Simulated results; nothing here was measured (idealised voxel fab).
Process module in this document: voxel transistor to metal
In the cross-section labelled cut, the width is 290 nm and each square cell is 5 nm.
If you're reading a cross-section in this doc, picture square cells in a grid; it comes to you as bands, top ones listed first down to the bottom, and a band can be one or more rows of cells. For a band, the entry starts with two heights in nm, that of the top and then that of the bottom, and carries on with the band's materials in order from left to right, each alongside its width in nm; the word "edge to edge" beside a single material means it fills the band edge to edge, and "air" means empty space. Ref level 0: as-received wafer is one material below here. Bottom band extends down with no lower bound ("0..down"). A width such as "30->40" changes by the same amount from each row of cells to the next, from the band's top row to its bottom row. Take "changes: none" at face value: in the step it is given for, the cross-section changed in none of its cells. Entry "Trapped cavities" = empty spaces >= 8 cells with no open way to the top; each as width x height at distance, distance from left edge, all nm. Heads up: the bit after the settings on a step's line is the simulator's remark on that step. If you see "overlay nm" on a step's line and that step has a mask, it's telling you how far right of where it was planned the mask ended up; a negative number means it went left instead.

These are the steps we planned for the process
1,RECEIVE | material Si
2,OXIDIZE | depth nm 5
3,CONFORMAL_DEP | material SiN | thk nm 10
4,PATTERN | tone cover | mask id ACTIVE | material resist | width nm 115 | pitch nm 140 | thk nm 15 | overlay nm 0
5,DIRECTIONAL_ETCH | etch materials SiN | depth nm 10
6,DIRECTIONAL_ETCH | etch materials SiO2 | depth nm 5
7,DIRECTIONAL_ETCH | etch materials Si | depth nm 20
8,STRIP | etch materials resist
9,FILL_DEP | material SiO2 | thk nm 10
10,CMP | height nm 10
11,SELECTIVE_ETCH | etch materials SiO2 | depth nm 5
12,STRIP | etch materials SiN
13,SELECTIVE_ETCH | etch materials SiO2 | depth nm 5
14,OXIDIZE | depth nm 5
15,DIRECTIONAL_DEP | material polySi | thk nm 30
16,DIRECTIONAL_DEP | material SiCN | thk nm 15
17,DIRECTIONAL_DEP | material aC | thk nm 10
18,PATTERN | tone cover | mask id GATE | material resist | width nm 25 | pitch nm 140 | thk nm 25 | overlay nm 0
19,DIRECTIONAL_ETCH | etch materials aC | depth nm 10
20,STRIP | etch materials resist
21,DIRECTIONAL_ETCH | etch materials SiCN | depth nm 25
22,DIRECTIONAL_ETCH | etch materials polySi | depth nm 40
23,STRIP | etch materials aC
24,CONFORMAL_DEP | material SiO2 | thk nm 5
25,DIRECTIONAL_ETCH | etch materials SiO2 | depth nm 5
26,CONFORMAL_DEP | material SiN | thk nm 10
27,DIRECTIONAL_ETCH | etch materials SiN | depth nm 10
28,DIRECTIONAL_ETCH | etch materials SiO2 | depth nm 5
29,DIRECTIONAL_ETCH | etch materials Si | depth nm 15
30,EPI | material SiGe | thk nm 15
31,FILL_DEP | material SiO2 | thk nm 5
32,CMP | height nm 40
33,DIRECTIONAL_DEP | material SiO2 | thk nm 15
34,MASKED_ETCH | tone open | mask id CONTACT | width nm 30 | etch materials SiO2 | depth nm 50 | overlay nm 0
35,CONFORMAL_DEP | material TiN | thk nm 5
36,FILL_DEP | material W | thk nm 5
37,CMP | height nm 55
38,CONFORMAL_DEP | material SiN | thk nm 5
39,DIRECTIONAL_DEP | material lowk | thk nm 15
40,MASKED_ETCH | tone open | mask id METAL_1 | width nm 20 | etch materials lowk | depth nm 15 | overlay nm 0
41,MASKED_ETCH | tone open | mask id METAL_1 | width nm 20 | etch materials SiN | depth nm 5 | overlay nm 0
42,CONFORMAL_DEP | material TiN | thk nm 5
43,FILL_DEP | material Cu | thk nm 10
44,CMP | height nm 75
45,EPI | material Ru | thk nm 5
46,FILL_DEP | material SiCN | thk nm 5

So this is the incoming wafer in cross-section - it's already been through step 1
	0..down  Si edge to edge
	Trapped cavities: none

First of two wafers at the end of the module, shown in cross-section; run carried out as planned
	85..80  SiCN edge to edge
	80..75  SiCN (20) | Ru (30) | SiCN (45) | Ru (30) | SiCN (35) | Ru (30) | SiCN (45) | Ru (30) | SiCN (25)
	75..60  lowk (25) | TiN (5) | Cu (10) | TiN (5) | lowk (55) | TiN (5) | Cu (10) | TiN (5) | lowk (45) | TiN (5) | Cu (10) | TiN (5) | lowk (55) | TiN (5) | Cu (10) | TiN (5) | lowk (30)
	60..55  SiN (25) | TiN (20) | SiN (55) | TiN (20) | SiN (45) | TiN (20) | SiN (55) | TiN (20) | SiN (30)
	55..45  SiO2 (25) | TiN (5) | W (20) | TiN (5) | SiO2 (35) | TiN (5) | W (20) | TiN (5) | SiO2 (45) | TiN (5) | W (20) | TiN (5) | SiO2 (35) | TiN (5) | W (20) | TiN (5) | SiO2 (30)
	45..40  SiO2 (25) | TiN (5) | W (10) | TiN (15) | SiO2 (35) | TiN (15) | W (10) | TiN (5) | SiO2 (45) | TiN (5) | W (10) | TiN (15) | SiO2 (35) | TiN (15) | W (10) | TiN (5) | SiO2 (30)
	40..25  SiO2 (25) | TiN (5) | W (10) | TiN (5) | SiN (10) | SiO2 (5) | SiCN (25) | SiO2 (5) | SiN (10) | TiN (5) | W (10) | TiN (5) | SiO2 (45) | TiN (5) | W (10) | TiN (5) | SiN (10) | SiO2 (5) | SiCN (25) | SiO2 (5) | SiN (10) | TiN (5) | W (10) | TiN (5) | SiO2 (30)
	25..10  SiO2 (25) | TiN (5) | W (10) | TiN (5) | SiN (10) | SiO2 (5) | polySi (25) | SiO2 (5) | SiN (10) | TiN (5) | W (10) | TiN (5) | SiO2 (45) | TiN (5) | W (10) | TiN (5) | SiN (10) | SiO2 (5) | polySi (25) | SiO2 (5) | SiN (10) | TiN (5) | W (10) | TiN (5) | SiO2 (30)
	10..5  SiO2 (25) | TiN (20) | SiN (10) | SiO2 (5) | polySi (25) | SiO2 (5) | SiN (10) | TiN (20) | SiO2 (45) | TiN (20) | SiN (10) | SiO2 (5) | polySi (25) | SiO2 (5) | SiN (10) | TiN (20) | SiO2 (30)
	5..0  SiO2 (20) | SiGe (25) | SiN (10) | SiO2 (5) | polySi (25) | SiO2 (5) | SiN (10) | SiGe (25) | SiO2 (35) | SiGe (25) | SiN (10) | SiO2 (5) | polySi (25) | SiO2 (5) | SiN (10) | SiGe (25) | SiO2 (25)
	0..-5  SiO2 (15) | SiN (10) | SiGe (20) | SiN (10) | SiO2 (5) | polySi (25) | SiO2 (5) | SiN (10) | SiGe (20) | SiN (10) | SiO2 (25) | SiN (10) | SiGe (20) | SiN (10) | SiO2 (5) | polySi (25) | SiO2 (5) | SiN (10) | SiGe (20) | SiN (10) | SiO2 (20)
	-5..-10  SiO2 (25) | SiGe (20) | SiO2 (55) | SiGe (20) | SiO2 (45) | SiGe (20) | SiO2 (55) | SiGe (20) | SiO2 (30)
	-10..-25  SiO2 (15) | Si (10) | SiGe (20) | Si (55) | SiGe (20) | Si (10) | SiO2 (25) | Si (10) | SiGe (20) | Si (55) | SiGe (20) | Si (10) | SiO2 (20)
	-25..down  Si edge to edge
	Trapped cavities: none

Here's the second of our two wafers sectioned at module end. Same start as the first, same plan, but one mistake got made running it
	85..80  SiCN edge to edge
	80..75  SiCN (20) | Ru (30) | SiCN (45) | Ru (30) | SiCN (35) | Ru (30) | SiCN (45) | Ru (30) | SiCN (25)
	75..60  lowk (25) | TiN (5) | Cu (10) | TiN (5) | lowk (55) | TiN (5) | Cu (10) | TiN (5) | lowk (45) | TiN (5) | Cu (10) | TiN (5) | lowk (55) | TiN (5) | Cu (10) | TiN (5) | lowk (30)
	60..55  SiN (25) | TiN (20) | SiN (55) | TiN (20) | SiN (45) | TiN (20) | SiN (55) | TiN (20) | SiN (30)
	55..45  SiO2 (25) | TiN (5) | W (20) | TiN (5) | SiO2 (35) | TiN (5) | W (20) | TiN (5) | SiO2 (45) | TiN (5) | W (20) | TiN (5) | SiO2 (35) | TiN (5) | W (20) | TiN (5) | SiO2 (30)
	45..40  SiO2 (25) | TiN (5) | W (15) | TiN (10) | SiO2 (35) | TiN (10) | W (15) | TiN (5) | SiO2 (45) | TiN (5) | W (15) | TiN (10) | SiO2 (35) | TiN (10) | W (15) | TiN (5) | SiO2 (30)
	40..25  SiO2 (25) | TiN (5) | W (15) | TiN (5) | SiN (10) | SiCN (25) | SiN (10) | TiN (5) | W (15) | TiN (5) | SiO2 (45) | TiN (5) | W (15) | TiN (5) | SiN (10) | SiCN (25) | SiN (10) | TiN (5) | W (15) | TiN (5) | SiO2 (30)
	25..10  SiO2 (25) | TiN (5) | W (15) | TiN (5) | SiN (10) | polySi (25) | SiN (10) | TiN (5) | W (15) | TiN (5) | SiO2 (45) | TiN (5) | W (15) | TiN (5) | SiN (10) | polySi (25) | SiN (10) | TiN (5) | W (15) | TiN (5) | SiO2 (30)
	10..5  SiO2 (25) | TiN (25) | SiN (10) | polySi (25) | SiN (10) | TiN (25) | SiO2 (45) | TiN (25) | SiN (10) | polySi (25) | SiN (10) | TiN (25) | SiO2 (30)
	5..-5  SiO2 (10) | SiGe (40) | SiN (10) | polySi (25) | SiN (10) | SiGe (40) | SiO2 (15) | SiGe (40) | SiN (10) | polySi (25) | SiN (10) | SiGe (40) | SiO2 (15)
	-5..-10  SiO2 (10) | SiN (10) | SiGe (30) | SiN (10) | SiO2 (25) | SiN (10) | SiGe (30) | SiN (10) | SiO2 (15) | SiN (10) | SiGe (30) | SiN (10) | SiO2 (25) | SiN (10) | SiGe (30) | SiN (10) | SiO2 (15)
	-10..-25  SiO2 (15) | Si (5) | SiGe (30) | Si (45) | SiGe (30) | Si (5) | SiO2 (25) | Si (5) | SiGe (30) | Si (45) | SiGe (30) | Si (5) | SiO2 (20)
	-25..down  Si edge to edge
	Trapped cavities: none
Run error: no execution of plan step 24; skipped
Count the cells at the end and the second wafer has more or fewer of some materials than the first: -24 Si | +60 SiGe | +8 SiN | -72 SiO2 | +28 W
